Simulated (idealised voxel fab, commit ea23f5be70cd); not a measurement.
Process module name: voxel transistor to metal
295 nm wide, 5 nm square cells: that's cross-section cut.
Notation: cross-section as square-cell grid; stated in bands, top first, going down; one or more cell rows per band. A band entry consists of two parts. The first gives the height of the band's top and the height of its bottom, in nm. The rest lists the band's materials from left to right, each with its width in nm. A single material labelled with the word "edge to edge" fills the band from edge to edge, and the word "air" marks empty space. Note: height 0 marks the level under which the wafer is uniformly one material as received. Lowest band unbounded below, written "z 0 and below". The width entry "30 to 40" should be interpreted row by row: the top row of cells in the band takes the first number, the bottom row takes the second number, and the change between adjacent rows is uniform throughout. A step reported as "remains unaltered" is a step in which no cell of the cross-section changed. Under "Closed void list" you'll find the enclosed gaps, the ones with no way out to the top, that are 8 cells or bigger; each reads width x height at distance, with distance counted from the left edge, everything in nm. That trailing text on a step's line, after the settings, is the simulator's own remark on the step. overlay nm: step with mask; distance mask lay right of planned place; negative value = left of planned place.

**Process steps - plan**
- 1: RECEIVE,material Si
- 2: CONFORMAL_DEP,material SiO2,thk nm 5
- 3: CONFORMAL_DEP,material SiN,thk nm 15
- 4: PATTERN,tone cover,mask id ACTIVE,material resist,width nm 110,pitch nm 140,thk nm 20,overlay nm 0
- 5: DIRECTIONAL_ETCH,etch materials SiN,depth nm 15
- 6: DIRECTIONAL_ETCH,etch materials SiO2,depth nm 5
- 7: DIRECTIONAL_ETCH,etch materials Si,depth nm 35
- 8: STRIP,etch materials resist
- 9: OXIDIZE,depth nm 5
- 10: FILL_DEP,material SiO2,thk nm 15
- 11: CMP,height nm 20
- 12: SELECTIVE_ETCH,etch materials SiO2,depth nm 10
- 13: STRIP,etch materials SiN
- 14: SELECTIVE_ETCH,etch materials SiO2,depth nm 5
- 15: OXIDIZE,depth nm 5
- 16: DIRECTIONAL_DEP,material polySi,thk nm 30
- 17: DIRECTIONAL_DEP,material SiCN,thk nm 15
- 18: MASKED_ETCH,tone cover,mask id GATE,width nm 20,pitch nm 140,etch materials SiCN,depth nm 25,overlay nm 0
- 19: MASKED_ETCH,tone cover,mask id GATE,width nm 20,pitch nm 140,etch materials polySi,depth nm 40,overlay nm 0
- 20: CONFORMAL_DEP,material SiO2,thk nm 5
- 21: DIRECTIONAL_ETCH,etch materials SiO2,depth nm 5
- 22: CONFORMAL_DEP,material SiN,thk nm 5
- 23: DIRECTIONAL_ETCH,etch materials SiN,depth nm 5
- 24: DIRECTIONAL_ETCH,etch materials SiO2,depth nm 5
- 25: EPI,material nSi,thk nm 5
- 26: FILL_DEP,material SiO2,thk nm 5
- 27: CMP,height nm 45
- 28: DIRECTIONAL_DEP,material SiO2,thk nm 15
- 29: PATTERN,tone open,mask id CONTACT,material resist,width nm 35,thk nm 15,overlay nm 0
- 30: DIRECTIONAL_ETCH,etch materials SiO2,depth nm 60
- 31: STRIP,etch materials resist
- 32: CONFORMAL_DEP,material TiN,thk nm 5
- 33: FILL_DEP,material Ru,thk nm 5
- 34: CMP,height nm 60
- 35: DIRECTIONAL_DEP,material TiN,thk nm 5
- 36: DIRECTIONAL_DEP,material Ru,thk nm 15
- 37: MASKED_ETCH,tone cover,mask id METAL_1,width nm 20,etch materials Ru,depth nm 15,overlay nm 0
- 38: MASKED_ETCH,tone cover,mask id METAL_1,width nm 20,etch materials TiN,depth nm 5,overlay nm 0
- 39: FILL_DEP,material SiO2,thk nm 5
- 40: CMP,height nm 80
- 41: CONFORMAL_DEP,material SiCN,thk nm 5
- 42: DIRECTIONAL_DEP,material lowk,thk nm 30
- 43: DIRECTIONAL_DEP,material aC,thk nm 10
- 44: PATTERN,tone open,mask id METAL_2,material resist,width nm 20,pitch nm 140,thk nm 30,overlay nm 0
- 45: DIRECTIONAL_ETCH,etch materials aC,depth nm 10
- 46: STRIP,etch materials resist
- 47: DIRECTIONAL_ETCH,etch materials lowk,depth nm 15
- 48: STRIP,etch materials aC
- 49: PATTERN,tone open,mask id METAL_2_HOLES,material resist,width nm 15,pitch nm 140,thk nm 15,overlay nm 0
- 50: DIRECTIONAL_ETCH,etch materials lowk,depth nm 15
- 51: DIRECTIONAL_ETCH,etch materials SiCN,depth nm 5
- 52: STRIP,etch materials resist
- 53: CONFORMAL_DEP,material TiN,thk nm 5
- 54: FILL_DEP,material Ru,thk nm 10
- 55: CMP,height nm 115
- 56: CONFORMAL_DEP,material SiN,thk nm 5

**The cross-section here shows the wafer as received, i.e. in its state after step 1**
    z 0 and below  Si edge to edge
    Closed void list: none

**Same starting wafer, same plan as above, one mistake in the execution; this is the cross-section at the end of the module**
    z 120 to 115  SiN edge to edge
    z 115 to 105  Ru edge to edge
    z 105 to 100  TiN (30); Ru (10); TiN (130); Ru (10); TiN (115)
    z 100 to 90  lowk (25); TiN (5); Ru (10); TiN (5); lowk (120); TiN (5); Ru (10); TiN (5); lowk (110)
    z 90 to 85  lowk (25); TiN (5); Ru (5); TiN (10); lowk (120); TiN (5); Ru (5); TiN (10); lowk (110)
    z 85 to 80  SiCN (25); TiN (15); SiCN (125); TiN (15); SiCN (115)
    z 80 to 65  SiO2 (25); Ru (20); SiO2 (60); Ru (20); SiO2 (40); Ru (20); SiO2 (60); Ru (20); SiO2 (30)
    z 65 to 60  SiO2 (25); TiN (20); SiO2 (60); TiN (20); SiO2 (40); TiN (20); SiO2 (60); TiN (20); SiO2 (30)
    z 60 to 50  SiO2 (25); TiN (5); Ru (25); TiN (5); SiO2 (30); TiN (5); Ru (25); TiN (5); SiO2 (40); TiN (5); Ru (25); TiN (5); SiO2 (30); TiN (5); Ru (25); TiN (5); SiO2 (30)
    z 50 to 45  SiO2 (25); TiN (5); Ru (20); TiN (10); SiO2 (30); TiN (10); Ru (20); TiN (5); SiO2 (40); TiN (5); Ru (20); TiN (10); SiO2 (30); TiN (10); Ru (20); TiN (5); SiO2 (30)
    z 45 to 30  SiO2 (25); TiN (5); Ru (20); TiN (5); SiN (5); SiO2 (5); SiCN (20); SiO2 (5); SiN (5); TiN (5); Ru (20); TiN (5); SiO2 (40); TiN (5); Ru (20); TiN (5); SiN (5); SiO2 (5); SiCN (20); SiO2 (5); SiN (5); TiN (5); Ru (20); TiN (5); SiO2 (30)
    z 30 to 5  SiO2 (25); TiN (5); Ru (20); TiN (5); SiN (5); SiO2 (5); polySi (20); SiO2 (5); SiN (5); TiN (5); Ru (20); TiN (5); SiO2 (40); TiN (5); Ru (20); TiN (5); SiN (5); SiO2 (5); polySi (20); SiO2 (5); SiN (5); TiN (5); Ru (20); TiN (5); SiO2 (30)
    z 5 to 0  SiO2 (20); SiN (5); TiN (30); SiN (5); SiO2 (5); polySi (20); SiO2 (5); SiN (5); TiN (30); SiN (5); SiO2 (30); SiN (5); TiN (30); SiN (5); SiO2 (5); polySi (20); SiO2 (5); SiN (5); TiN (30); SiN (5); SiO2 (25)
    z 0 to -5  SiO2 (25); nSi (30); SiO2 (40); nSi (30); SiO2 (40); nSi (30); SiO2 (40); nSi (30); SiO2 (30)
    z -5 to -40  SiO2 (25); Si (100); SiO2 (40); Si (100); SiO2 (30)
    z -40 and below  Si edge to edge
    Closed void list: none
Nonconformance to the process plan: the executed order of steps 49 and 50 is the reverse of that specified in the plan, each step having taken the other's position
